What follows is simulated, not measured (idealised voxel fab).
The document below concerns the process module designated voxel gate over fins.
Cross-section cut: width 240 nm, square cells of 5 nm.
In this document a cross-section is written as a grid of square cells. It is given as a series of bands, listed from the top down, and a band is one or more rows of cells.
Quick guide to a band line: top height, bottom height (nm) up front; then every material left to right with its width in nm. Only one material and it's marked "all across"? Then it fills the band edge to edge. And "empty" just means empty space.
Measure heights from 0. That's the level where, below it, the as-received wafer is all one material. The lowest band is bottomless and extends downward; write it as in "top 0, no bottom".
Note: "30 to 40" means the width goes from the first number (top row of the band) to the second number (bottom row) in equal steps per row of cells.
Given "everything unchanged" for a step, no cell of the cross-section differs between before and after that step.
Voids not open to the top, 8 cells minimum: see "Closed internal voids". Written width x height at distance; distance is from the left edge; nm.
Past the settings on a step's line: simulator remark, on that step.
overlay nm: for a step with a mask, the amount by which the mask lay right of where it was planned; a negative amount means left of it.
**Below is the list of planned process steps**
1) RECEIVE: material Si
2) CONFORMAL_DEP: material SiN, thk nm 5
3) DIRECTIONAL_DEP: material aC, thk nm 15
4) PATTERN: tone cover, mask id FINS, material resist, width nm 15, pitch nm 50, thk nm 35, overlay nm 0
5) DIRECTIONAL_ETCH: etch materials aC, depth nm 15
6) STRIP: etch materials resist
7) DIRECTIONAL_ETCH: etch materials SiN, depth nm 5
8) DIRECTIONAL_ETCH: etch materials Si, depth nm 35
9) STRIP: etch materials aC
10) OXIDIZE: depth nm 5
11) FILL_DEP: material SiO2, thk nm 15
12) CMP: height nm 5
13) MASKED_ETCH: tone open, mask id RAIL, width nm 15, etch materials SiO2, depth nm 35, overlay nm 0
14) CONFORMAL_DEP: material TiN, thk nm 5
15) FILL_DEP: material W, thk nm 5
16) CMP: height nm 5
17) SELECTIVE_ETCH: etch materials W Ru TiN, depth nm 20
18) FILL_DEP: material SiO2, thk nm 5
19) CMP: height nm 5
20) SELECTIVE_ETCH: etch materials SiO2, depth nm 15
21) STRIP: etch materials SiN
22) CONFORMAL_DEP: material HfO2, thk nm 5
23) CONFORMAL_DEP: material TiN, thk nm 5
24) CONFORMAL_DEP: material TiAl, thk nm 5
25) CONFORMAL_DEP: material TiN, thk nm 5
26) FILL_DEP: material W, thk nm 15
27) CMP: height nm 30
28) CONFORMAL_DEP: material SiCN, thk nm 5
**Cross-section of the wafer at receipt, which is the condition after step 1**
    top 0, no bottom: Si all across
    Closed internal voids: none
**Post-module cross-section: identical start and plan to those above, one misstep in execution**
    top 35, bottom 30: SiCN all across
    top 30, bottom 20: W all across
    top 20, bottom 15: 70 W; 45 TiN; 5 W; 45 TiN; 75 W
    top 15, bottom 10: 70 W; 5 TiN; 35 TiAl; 5 TiN; 5 W; 5 TiN; 35 TiAl; 5 TiN; 75 W
    top 10, bottom 5: 75 TiN; 5 TiAl; 25 TiN; 5 TiAl; 15 TiN; 5 TiAl; 25 TiN; 5 TiAl; 80 TiN
    top 5, bottom 0: 80 TiAl; 5 TiN; 15 HfO2; 5 TiN; 25 TiAl; 5 TiN; 15 HfO2; 5 TiN; 85 TiAl
    top 0, bottom -5: 85 TiN; 5 HfO2; 5 Si; 5 HfO2; 35 TiN; 5 HfO2; 5 Si; 5 HfO2; 90 TiN
    top -5, bottom -10: 90 HfO2; 5 Si; 45 HfO2; 5 Si; 95 HfO2
    top -10, bottom -15: 90 SiO2; 5 Si; 45 SiO2; 5 Si; 95 SiO2
    top -15, bottom -25: 80 W; 5 TiN; 5 SiO2; 5 Si; 5 SiO2; 10 TiN; 15 SiO2; 10 TiN; 5 SiO2; 5 Si; 5 SiO2; 5 TiN; 85 W
    top -25, bottom -30: 85 TiN; 5 SiO2; 5 Si; 5 SiO2; 10 TiN; 15 SiO2; 10 TiN; 5 SiO2; 5 Si; 5 SiO2; 90 TiN
    top -30, bottom -40: 90 SiO2; 5 Si; 45 SiO2; 5 Si; 95 SiO2
    top -40, no bottom: Si all across
    Closed internal voids: none
What was the processing mistake? step 13 ran as: MASKED_ETCH: tone cover, mask id RAIL, width nm 15, etch materials SiO2, depth nm 35, overlay nm 0
